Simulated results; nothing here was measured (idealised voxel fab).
Process module, titled voxel released beams
Square cells of 5 nm make up the cross-section cut, whose width is 220 nm.
Heads up, the way a cross-section reads in here is a grid of square cells, handed over as bands from the top down, with every band being one or more rows of cells.
Band entry format. Leading values: height of top, height of bottom, nm. Remainder: materials in left-to-right order, each with its width in nm. Special words: "edge to edge" on a single material, which then fills the band edge to edge; "empty", empty space.
Measure heights from 0. That's the level where, below it, the as-received wafer is all one material. The lowest band is bottomless and extends downward; write it as in "top 0, no bottom".
A width given as "30->40" starts at the first number in the band's top row and ends at the second number in its bottom row, shifting by an equal amount at every step from row to row.
Where the words "everything unchanged" appear for a step, the cross-section shows no cell changed by that step; every cell remained as before.
Under "Enclosed void listing" you'll find the enclosed gaps, the ones with no way out to the top, that are 8 cells or bigger; each reads width x height at distance, with distance counted from the left edge, everything in nm.
Step line, after settings: the simulator's comment on this step.
A step's line can hold "overlay nm"; with a mask on that step, the setting says how far right of the planned place the mask lay, while a negative setting says it lay to the left.
Process steps foreseen in the plan:
| 1 | RECEIVE,material Si |
| 2 | CONFORMAL_DEP,material SiN,thk nm 5 |
| 3 | DIRECTIONAL_DEP,material SiO2,thk nm 15 |
| 4 | PATTERN,tone open,mask id ANCHOR,material resist,width nm 35,thk nm 20,overlay nm 0 |
| 5 | DIRECTIONAL_ETCH,etch materials SiO2,depth nm 15 |
| 6 | STRIP,etch materials resist |
| 7 | CONFORMAL_DEP,material TiN,thk nm 10 |
| 8 | MASKED_ETCH,tone cover,mask id BEAM,width nm 105,etch materials TiN,depth nm 10,overlay nm 0 |
| 9 | STRIP,etch materials SiO2 |
The first of a set of two wafers, run to plan:
Cross-sectional view of the wafer in its as-received condition, corresponding to the state after step 1:
- top 0, no bottom = Si edge to edge
- Enclosed void listing: none
Cross-sectional representation of the wafer at the conclusion of step 2:
- top 5, bottom 0 = SiN edge to edge
- Everything below 0 is unchanged.
Cross-sectional representation of the wafer at the conclusion of step 3:
- top 20, bottom 5 = SiO2 edge to edge
- Everything below 5 is unchanged.
Cross-sectional representation of the wafer at the conclusion of step 4:
- top 40, bottom 20 = resist 60 / empty 35 / resist 125
- Everything below 20 is unchanged.
Cross-sectional representation of the wafer at the conclusion of step 5:
- top 40, bottom 20 = resist 60 / empty 35 / resist 125
- top 20, bottom 5 = SiO2 60 / empty 35 / SiO2 125
- Everything below 5 is unchanged.
Cross-sectional representation of the wafer at the conclusion of step 6:
- top 20, bottom 5 = SiO2 60 / empty 35 / SiO2 125
- Everything below 5 is unchanged.
Cross-sectional representation of the wafer at the conclusion of step 7:
- top 30, bottom 20 = TiN 70 / empty 15 / TiN 135
- top 20, bottom 15 = SiO2 60 / TiN 10 / empty 15 / TiN 10 / SiO2 125
- top 15, bottom 5 = SiO2 60 / TiN 35 / SiO2 125
- Everything below 5 is unchanged.
Cross-sectional representation of the wafer at the conclusion of step 8:
- top 30, bottom 20 = empty 55 / TiN 15 / empty 15 / TiN 75 / empty 60
- Everything below 20 is unchanged.
Cross-sectional representation of the wafer at the conclusion of step 9:
- top 30, bottom 20 = empty 55 / TiN 15 / empty 15 / TiN 75 / empty 60
- top 20, bottom 15 = empty 60 / TiN 10 / empty 15 / TiN 10 / empty 125
- top 15, bottom 5 = empty 60 / TiN 35 / empty 125
- Everything below 5 is unchanged.
Second of two: same start, same plan, one run error; steps up to and including 1 match the first:
Cross-section, second wafer, at the end time the plan gives for step 2:
- top 15, bottom 0 = SiO2 edge to edge
- Everything below 0 is unchanged.
Cross-section, second wafer, at the end time the plan gives for step 3:
- top 20, bottom 15 = SiN edge to edge
- Everything below 15 is unchanged.
Cross-section, second wafer, at the end time the plan gives for step 4:
- top 40, bottom 20 = resist 60 / empty 35 / resist 125
- Everything below 20 is unchanged.
Cross-section, second wafer, at the end time the plan gives for step 5: everything unchanged
Cross-section, second wafer, at the end time the plan gives for step 6:
- top 20, bottom 15 = SiN edge to edge
- Everything below 15 is unchanged.
Cross-section, second wafer, at the end time the plan gives for step 7:
- top 30, bottom 20 = TiN edge to edge
- Everything below 20 is unchanged.
Cross-section, second wafer, at the end time the plan gives for step 8:
- top 30, bottom 20 = empty 55 / TiN 105 / empty 60
- Everything below 20 is unchanged.
Cross-section, second wafer, at the end time the plan gives for step 9: everything unchanged
The mistake made against the process plan was this: steps 2 and 3 got flipped, so each one ran where the other should have
Looking at both finished wafers in cells, the second ends up ahead of or behind the first on some materials: SiO2: 132 more | TiN: 12 fewer
